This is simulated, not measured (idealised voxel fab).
The document below concerns the process module designated voxel self aligned contacts.
Cross-sectional view cut (width: 195 nm; square cell size: 5 nm).
Format of a cross-section: grid, square cells. Given as bands. Order: top down. Band: one or more rows of cells.
Each band's line starts with the height of the band's top and of its bottom, in nm. Then come its materials from left to right, each with its width in nm. One material with "full width" fills the band from edge to edge. "blank" is empty space.
All heights in this document are referenced to 0, defined as the level beneath which the wafer, as received, consists entirely of one material. The lowest band is not bounded below; it extends indefinitely downward and is written in the form "0 -> down".
Think of "30->40" as a width that walks from the first number to the second as you go down the band, top row to bottom row, taking equal-sized steps from row to row.
A step reported as "no modification" is a step in which no cell of the cross-section changed.
"Sealed void inventory" - sealed voids, min. 8 cells, no opening to top; format: width x height at distance (distance from left edge; nm throughout).
Past the settings on a step's line: simulator remark, on that step.
What "overlay nm" on a step's line means: if the step has a mask, that mask lay this far to the right of its planned place, or, when the value is negative, to the left.
**The following list gives the planned process steps**
- 1: RECEIVE | material Si
- 2: CONFORMAL_DEP | material SiO2 | thk nm 5
- 3: DIRECTIONAL_DEP | material polySi | thk nm 20
- 4: DIRECTIONAL_DEP | material SiN | thk nm 15
- 5: PATTERN | tone cover | mask id GATE | material resist | width nm 30 | pitch nm 65 | thk nm 15 | overlay nm 0
- 6: DIRECTIONAL_ETCH | etch materials SiN | depth nm 15
- 7: DIRECTIONAL_ETCH | etch materials polySi | depth nm 20
- 8: STRIP | etch materials resist
- 9: CONFORMAL_DEP | material SiN | thk nm 5
- 10: DIRECTIONAL_ETCH | etch materials SiN | depth nm 5
- 11: FILL_DEP | material SiO2 | thk nm 15
- 12: CMP | height nm 50
- 13: PATTERN | tone open | mask id CONTACT | material resist | width nm 45 | thk nm 20 | overlay nm 0
- 14: DIRECTIONAL_ETCH | etch materials SiO2 | depth nm 50
- 15: STRIP | etch materials resist
- 16: CONFORMAL_DEP | material TiN | thk nm 5
- 17: FILL_DEP | material Ru | thk nm 5
- 18: CMP | height nm 40
- 19: CONFORMAL_DEP | material SiCN | thk nm 5
Same starting wafers, different height nm at step 18. Plan value belongs to the first wafer.
**Cross-section of the first of several received wafers, showing its state after step 1**
  0 -> down = Si full width
  Sealed void inventory: none
**Rows = wafers. At module end, each row lists per material the cells gained (+) or lost (-) since the wafer was received, then the closed voids**
height nm 40, +21 Ru, +39 SiCN, +64 SiN, +160 SiO2, +19 TiN, +48 polySi, Sealed void inventory: none
height nm 45, +24 Ru, +39 SiCN, +64 SiN, +190 SiO2, +25 TiN, +48 polySi, Sealed void inventory: none
height nm 50, +31 Ru, +39 SiCN, +64 SiN, +220 SiO2, +27 TiN, +48 polySi, Sealed void inventory: none
height nm 55, +38 Ru, +39 SiCN, +64 SiN, +220 SiO2, +59 TiN, +48 polySi, Sealed void inventory: none
height nm 60, +77 Ru, +39 SiCN, +64 SiN, +220 SiO2, +59 TiN, +48 polySi, Sealed void inventory: none
